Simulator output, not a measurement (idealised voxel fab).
The following is a process module called voxel gate over fins.
FYI the section here is cut, 300 nm wide, cells are 5 nm squares.
A cross-section in this document is a grid of square cells, and it is written down as bands, the top band listed before the ones below it; a band is made up of one or more rows of cells.
The band entry comprises the height of the band's top followed by the height of its bottom, expressed in nm, and subsequently the band's materials from left to right, each stated together with its width in nm. Where a single material is marked with the word "edge to edge", that material fills the band from edge to edge. The word "empty" represents empty space.
Height reference: 0 = level under which incoming wafer is all one material. Lowest band: no bottom, runs on downward, e.g. "top 0, no bottom".
The width entry "30..40" should be interpreted row by row: the top row of cells in the band takes the first number, the bottom row takes the second number, and the change between adjacent rows is uniform throughout.
It should be understood that the words "same as before", when stated for a given step, signify that the cross-section underwent no change in any of its cells during that step.
"Closed voids list": empty spaces of 8 cells or more with no open way to the top, each given as width x height at distance, distance from the left edge, all in nm.
Heads up: the bit after the settings on a step's line is the simulator's remark on that step.
"overlay nm", when on a step's line for a step with a mask, measures how far to the right of its planned place the mask lay; a negative measure means to the left.
Process steps (planned)
1) RECEIVE: material Si
2) CONFORMAL_DEP: material SiN, thk nm 10
3) PATTERN: tone cover, mask id FINS, material resist, width nm 15, pitch nm 45, thk nm 20, overlay nm 0
4) DIRECTIONAL_ETCH: etch materials SiN, depth nm 10
5) DIRECTIONAL_ETCH: etch materials Si, depth nm 40
6) STRIP: etch materials resist
7) OXIDIZE: depth nm 5
8) FILL_DEP: material SiO2, thk nm 5
9) CMP: height nm 10
10) SELECTIVE_ETCH: etch materials SiO2, depth nm 20
11) STRIP: etch materials SiN
12) CONFORMAL_DEP: material HfO2, thk nm 5
13) CONFORMAL_DEP: material TiN, thk nm 5
14) CONFORMAL_DEP: material TiAl, thk nm 5
15) CONFORMAL_DEP: material TiN, thk nm 5
16) FILL_DEP: material W, thk nm 10
17) CMP: height nm 25
18) CONFORMAL_DEP: material SiN, thk nm 5
Wafer as received: cross-section following step 1
* top 0, no bottom  Si edge to edge
* Closed voids list: none
Looking at the first of two wafers in cross-section at end of module - ran to plan
* top 30, bottom 25  SiN edge to edge
* top 25, bottom 20  W edge to edge
* top 20, bottom 15  105 nm W  90 nm TiN  105 nm W
* top 15, bottom 10  105 nm W  5 nm TiN  35 nm TiAl  10 nm TiN  35 nm TiAl  5 nm TiN  105 nm W
* top 10, bottom 5  110 nm TiN  5 nm TiAl  25 nm TiN  5 nm TiAl  10 nm TiN  5 nm TiAl  25 nm TiN  5 nm TiAl  110 nm TiN
* top 5, bottom 0  115 nm TiAl  5 nm TiN  15 nm HfO2  5 nm TiN  20 nm TiAl  5 nm TiN  15 nm HfO2  5 nm TiN  115 nm TiAl
* top 0, bottom -5  120 nm TiN  5 nm HfO2  5 nm Si  5 nm HfO2  30 nm TiN  5 nm HfO2  5 nm Si  5 nm HfO2  120 nm TiN
* top -5, bottom -10  125 nm HfO2  5 nm Si  40 nm HfO2  5 nm Si  125 nm HfO2
* top -10, bottom -45  125 nm SiO2  5 nm Si  40 nm SiO2  5 nm Si  125 nm SiO2
* top -45, no bottom  Si edge to edge
* Closed voids list: none
Second wafer through the module, sectioned at the end: same beginning and same plan as the first wafer, with one mistake in carrying it out
* top 30, bottom 25  SiN edge to edge
* top 25, bottom 20  W edge to edge
* top 20, bottom 15  105 nm W  90 nm TiN  105 nm W
* top 15, bottom 10  105 nm W  5 nm TiN  35 nm TiAl  10 nm TiN  35 nm TiAl  5 nm TiN  105 nm W
* top 10, bottom 5  105 nm W  5 nm TiN  5 nm TiAl  25 nm TiN  5 nm TiAl  10 nm TiN  5 nm TiAl  25 nm TiN  5 nm TiAl  5 nm TiN  105 nm W
* top 5, bottom 0  105 nm W  5 nm TiN  5 nm TiAl  5 nm TiN  15 nm HfO2  5 nm TiN  5 nm TiAl  10 nm TiN  5 nm TiAl  5 nm TiN  15 nm HfO2  5 nm TiN  5 nm TiAl  5 nm TiN  105 nm W
* top 0, bottom -10  105 nm W  5 nm TiN  5 nm TiAl  5 nm TiN  5 nm HfO2  5 nm Si  5 nm HfO2  5 nm TiN  5 nm TiAl  10 nm TiN  5 nm TiAl  5 nm TiN  5 nm HfO2  5 nm Si  5 nm HfO2  5 nm TiN  5 nm TiAl  5 nm TiN  105 nm W
* top -10, bottom -15  110 nm TiN  5 nm TiAl  5 nm TiN  5 nm HfO2  5 nm Si  5 nm HfO2  5 nm TiN  5 nm TiAl  10 nm TiN  5 nm TiAl  5 nm TiN  5 nm HfO2  5 nm Si  5 nm HfO2  5 nm TiN  5 nm TiAl  110 nm TiN
* top -15, bottom -20  115 nm TiAl  5 nm TiN  5 nm HfO2  5 nm Si  5 nm HfO2  5 nm TiN  20 nm TiAl  5 nm TiN  5 nm HfO2  5 nm Si  5 nm HfO2  5 nm TiN  115 nm TiAl
* top -20, bottom -25  120 nm TiN  5 nm HfO2  5 nm Si  5 nm HfO2  30 nm TiN  5 nm HfO2  5 nm Si  5 nm HfO2  120 nm TiN
* top -25, bottom -30  125 nm HfO2  5 nm Si  40 nm HfO2  5 nm Si  125 nm HfO2
* top -30, bottom -45  125 nm SiO2  5 nm Si  40 nm SiO2  5 nm Si  125 nm SiO2
* top -45, no bottom  Si edge to edge
* Closed voids list: none
What was done differently from what was planned? step 10 of the plan was carried out twice
Bottom line after processing is that, in cells, the second wafer is up or down on some materials versus the first: HfO2 +16 | SiO2 -232 | TiAl +16 | TiN +32 | W +168
